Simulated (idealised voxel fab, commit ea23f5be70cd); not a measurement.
Title: Process Module voxel transistor to metal
This is section cut - it's 290 nm across, gridded in 5 nm square cells.
In what follows, cross-sections appear as grids of square cells, described through bands that run from the top down, where every band is one or more rows of cells. Quick guide to a band line: top height, bottom height (nm) up front; then every material left to right with its width in nm. Only one material and it's marked "everywhere"? Then it fills the band edge to edge. And "air" just means empty space. It should be noted that heights are counted from 0, beneath which the wafer as supplied is of one material throughout, and that the lowest band possesses no lower boundary but continues downward, as written in "0 down". Width "30 to 40": first value at the band's top row of cells, second value at its bottom row, equal change from row to row. For the purposes of this document, the phrase "all unchanged" attached to a step denotes that no cell within the cross-section was modified by that step. In the "Closed void inventory" entry, you get each enclosed empty space of 8 cells or more, one with no open way to the top, written width x height at distance, distance from the left edge, in nm. Past the settings on a step's line: simulator remark, on that step. A step's line can hold "overlay nm"; with a mask on that step, the setting says how far right of the planned place the mask lay, while a negative setting says it lay to the left.
**This section lists the process steps that were planned**
1. RECEIVE | material Si
2. CONFORMAL_DEP | material SiO2 | thk nm 5
3. CONFORMAL_DEP | material SiN | thk nm 10
4. PATTERN | tone cover | mask id ACTIVE | material resist | width nm 105 | pitch nm 130 | thk nm 15 | overlay nm 0
5. DIRECTIONAL_ETCH | etch materials SiN | depth nm 10
6. DIRECTIONAL_ETCH | etch materials SiO2 | depth nm 5
7. DIRECTIONAL_ETCH | etch materials Si | depth nm 20
8. STRIP | etch materials resist
9. FILL_DEP | material SiO2 | thk nm 10
10. CMP | height nm 15
11. SELECTIVE_ETCH | etch materials SiO2 | depth nm 10
12. STRIP | etch materials SiN
13. SELECTIVE_ETCH | etch materials SiO2 | depth nm 5
14. OXIDIZE | depth nm 5
15. DIRECTIONAL_DEP | material polySi | thk nm 20
16. DIRECTIONAL_DEP | material SiCN | thk nm 15
17. DIRECTIONAL_DEP | material aC | thk nm 10
18. PATTERN | tone cover | mask id GATE | material resist | width nm 25 | pitch nm 130 | thk nm 30 | overlay nm 0
19. DIRECTIONAL_ETCH | etch materials aC | depth nm 10
20. STRIP | etch materials resist
21. DIRECTIONAL_ETCH | etch materials SiCN | depth nm 25
22. DIRECTIONAL_ETCH | etch materials polySi | depth nm 30
23. STRIP | etch materials aC
24. CONFORMAL_DEP | material SiO2 | thk nm 5
25. DIRECTIONAL_ETCH | etch materials SiO2 | depth nm 5
26. CONFORMAL_DEP | material SiN | thk nm 5
27. DIRECTIONAL_ETCH | etch materials SiN | depth nm 5
28. DIRECTIONAL_ETCH | etch materials SiO2 | depth nm 5
29. EPI | material SiGe | thk nm 5
30. FILL_DEP | material SiO2 | thk nm 10
31. CMP | height nm 20
32. STRIP | etch materials polySi
33. SELECTIVE_ETCH | etch materials SiO2 | depth nm 5
34. CONFORMAL_DEP | material HfO2 | thk nm 5
35. CONFORMAL_DEP | material TiN | thk nm 5
36. FILL_DEP | material W | thk nm 10
37. CMP | height nm 15
38. DIRECTIONAL_DEP | material SiO2 | thk nm 10
39. DIRECTIONAL_DEP | material aC | thk nm 15
40. PATTERN | tone open | mask id CONTACT | material resist | width nm 15 | thk nm 30 | overlay nm 0
41. DIRECTIONAL_ETCH | etch materials aC | depth nm 15
42. STRIP | etch materials resist
43. DIRECTIONAL_ETCH | etch materials SiO2 | depth nm 25
44. STRIP | etch materials aC
45. CONFORMAL_DEP | material TiN | thk nm 5
46. FILL_DEP | material Ru | thk nm 10
47. CMP | height nm 25
48. CONFORMAL_DEP | material SiN | thk nm 5
49. DIRECTIONAL_DEP | material SiO2 | thk nm 20
50. MASKED_ETCH | tone open | mask id METAL_1 | width nm 15 | etch materials SiO2 | depth nm 20 | overlay nm 0
51. MASKED_ETCH | tone open | mask id METAL_1 | width nm 15 | etch materials SiN | depth nm 5 | overlay nm 0
52. CONFORMAL_DEP | material TiN | thk nm 5
53. FILL_DEP | material Cu | thk nm 10
54. CMP | height nm 50
55. CONFORMAL_DEP | material SiCN | thk nm 5
56. DIRECTIONAL_DEP | material lowk | thk nm 25
57. MASKED_ETCH | tone open | mask id METAL_2 | width nm 15 | pitch nm 130 | etch materials lowk | depth nm 15 | overlay nm 0
58. MASKED_ETCH | tone open | mask id METAL_2_HOLES | width nm 15 | pitch nm 130 | etch materials lowk | depth nm 10 | overlay nm 0
59. MASKED_ETCH | tone open | mask id METAL_2_HOLES | width nm 15 | pitch nm 130 | etch materials SiCN | depth nm 5 | overlay nm 0
60. CONFORMAL_DEP | material TiN | thk nm 5
61. FILL_DEP | material Cu | thk nm 10
62. CMP | height nm 80
63. CONFORMAL_DEP | material SiCN | thk nm 5
It is noted that the wafers described herein are identical at the outset and are distinguished by the width nm of step 58; the value stated in the plan corresponds to the first wafer.
**This is how the first of several wafers looked in cross-section when it arrived, which is after step 1**
0 down = Si everywhere
Closed void inventory: none
**Here's the first of several wafers in cross-section, end of the module, after the last step, step 63**
85 to 80 = SiCN everywhere
80 to 55 = lowk: 35 / TiN: 5 / Cu: 5 / TiN: 5 / lowk: 115 / TiN: 5 / Cu: 5 / TiN: 5 / lowk: 110
55 to 50 = SiCN: 35 / TiN: 15 / SiCN: 115 / TiN: 15 / SiCN: 110
50 to 30 = SiO2: 35 / TiN: 5 / Cu: 5 / TiN: 5 / SiO2: 55 / TiN: 5 / Cu: 5 / TiN: 5 / SiO2: 45 / TiN: 5 / Cu: 5 / TiN: 5 / SiO2: 55 / TiN: 5 / Cu: 5 / TiN: 5 / SiO2: 40
30 to 25 = SiN: 35 / TiN: 15 / SiN: 55 / TiN: 15 / SiN: 45 / TiN: 15 / SiN: 55 / TiN: 15 / SiN: 40
25 to 15 = SiO2: 35 / TiN: 5 / Ru: 5 / TiN: 5 / SiO2: 55 / TiN: 5 / Ru: 5 / TiN: 5 / SiO2: 45 / TiN: 5 / Ru: 5 / TiN: 5 / SiO2: 55 / TiN: 5 / Ru: 5 / TiN: 5 / SiO2: 40
15 to 5 = SiO2: 35 / TiN: 5 / Ru: 5 / TiN: 5 / SiO2: 5 / SiN: 5 / HfO2: 5 / TiN: 5 / W: 15 / TiN: 5 / HfO2: 5 / SiN: 5 / SiO2: 5 / TiN: 5 / Ru: 5 / TiN: 5 / SiO2: 45 / TiN: 5 / Ru: 5 / TiN: 5 / SiO2: 5 / SiN: 5 / HfO2: 5 / TiN: 5 / W: 15 / TiN: 5 / HfO2: 5 / SiN: 5 / SiO2: 5 / TiN: 5 / Ru: 5 / TiN: 5 / SiO2: 40
5 to 0 = SiO2: 35 / TiN: 15 / SiO2: 5 / SiN: 5 / HfO2: 5 / TiN: 25 / HfO2: 5 / SiN: 5 / SiO2: 5 / TiN: 15 / SiO2: 45 / TiN: 15 / SiO2: 5 / SiN: 5 / HfO2: 5 / TiN: 25 / HfO2: 5 / SiN: 5 / SiO2: 5 / TiN: 15 / SiO2: 40
0 to -5 = SiO2: 20 / SiGe: 35 / SiO2: 5 / HfO2: 35 / SiO2: 5 / SiGe: 35 / SiO2: 15 / SiGe: 35 / SiO2: 5 / HfO2: 35 / SiO2: 5 / SiGe: 35 / SiO2: 25
-5 to -20 = SiO2: 25 / Si: 105 / SiO2: 25 / Si: 105 / SiO2: 30
-20 down = Si everywhere
Closed void inventory: none
**The final wafer, sectioned at module end**
85 to 80 = SiCN everywhere
80 to 70 = lowk: 30 / TiN: 5 to 10 / Cu: 20 to 5 / TiN: 5 to 15 / lowk: 100 / TiN: 5 to 10 / Cu: 20 to 5 / TiN: 5 to 15 / lowk: 100
70 to 55 = lowk: 35 / TiN: 5 / Cu: 5 / TiN: 5 / lowk: 115 / TiN: 5 / Cu: 5 / TiN: 5 / lowk: 110
55 to 50 = SiCN: 35 / TiN: 15 / SiCN: 115 / TiN: 15 / SiCN: 110
50 to 30 = SiO2: 35 / TiN: 5 / Cu: 5 / TiN: 5 / SiO2: 55 / TiN: 5 / Cu: 5 / TiN: 5 / SiO2: 45 / TiN: 5 / Cu: 5 / TiN: 5 / SiO2: 55 / TiN: 5 / Cu: 5 / TiN: 5 / SiO2: 40
30 to 25 = SiN: 35 / TiN: 15 / SiN: 55 / TiN: 15 / SiN: 45 / TiN: 15 / SiN: 55 / TiN: 15 / SiN: 40
25 to 15 = SiO2: 35 / TiN: 5 / Ru: 5 / TiN: 5 / SiO2: 55 / TiN: 5 / Ru: 5 / TiN: 5 / SiO2: 45 / TiN: 5 / Ru: 5 / TiN: 5 / SiO2: 55 / TiN: 5 / Ru: 5 / TiN: 5 / SiO2: 40
15 to 5 = SiO2: 35 / TiN: 5 / Ru: 5 / TiN: 5 / SiO2: 5 / SiN: 5 / HfO2: 5 / TiN: 5 / W: 15 / TiN: 5 / HfO2: 5 / SiN: 5 / SiO2: 5 / TiN: 5 / Ru: 5 / TiN: 5 / SiO2: 45 / TiN: 5 / Ru: 5 / TiN: 5 / SiO2: 5 / SiN: 5 / HfO2: 5 / TiN: 5 / W: 15 / TiN: 5 / HfO2: 5 / SiN: 5 / SiO2: 5 / TiN: 5 / Ru: 5 / TiN: 5 / SiO2: 40
5 to 0 = SiO2: 35 / TiN: 15 / SiO2: 5 / SiN: 5 / HfO2: 5 / TiN: 25 / HfO2: 5 / SiN: 5 / SiO2: 5 / TiN: 15 / SiO2: 45 / TiN: 15 / SiO2: 5 / SiN: 5 / HfO2: 5 / TiN: 25 / HfO2: 5 / SiN: 5 / SiO2: 5 / TiN: 15 / SiO2: 40
0 to -5 = SiO2: 20 / SiGe: 35 / SiO2: 5 / HfO2: 35 / SiO2: 5 / SiGe: 35 / SiO2: 15 / SiGe: 35 / SiO2: 5 / HfO2: 35 / SiO2: 5 / SiGe: 35 / SiO2: 25
-5 to -20 = SiO2: 25 / Si: 105 / SiO2: 25 / Si: 105 / SiO2: 30
-20 down = Si everywhere
Closed void inventory: none
**The following table contains a row per wafer, in which are reported, at the conclusion of the module, the cells of each material gained (+) or lost (-) since the wafer's receipt, with its closed voids given thereafter**
width nm 15 | +26 Cu | +26 HfO2 | +16 Ru | -106 Si | +110 SiCN | +28 SiGe | +58 SiN | +424 SiO2 | +132 TiN | +12 W | +260 lowk | Closed void inventory: none
width nm 20 | +28 Cu | +26 HfO2 | +16 Ru | -106 Si | +110 SiCN | +28 SiGe | +58 SiN | +424 SiO2 | +134 TiN | +12 W | +256 lowk | Closed void inventory: none
width nm 25 | +30 Cu | +26 HfO2 | +16 Ru | -106 Si | +110 SiCN | +28 SiGe | +58 SiN | +424 SiO2 | +136 TiN | +12 W | +252 lowk | Closed void inventory: none
width nm 30 | +32 Cu | +26 HfO2 | +16 Ru | -106 Si | +110 SiCN | +28 SiGe | +58 SiN | +424 SiO2 | +138 TiN | +12 W | +248 lowk | Closed void inventory: none
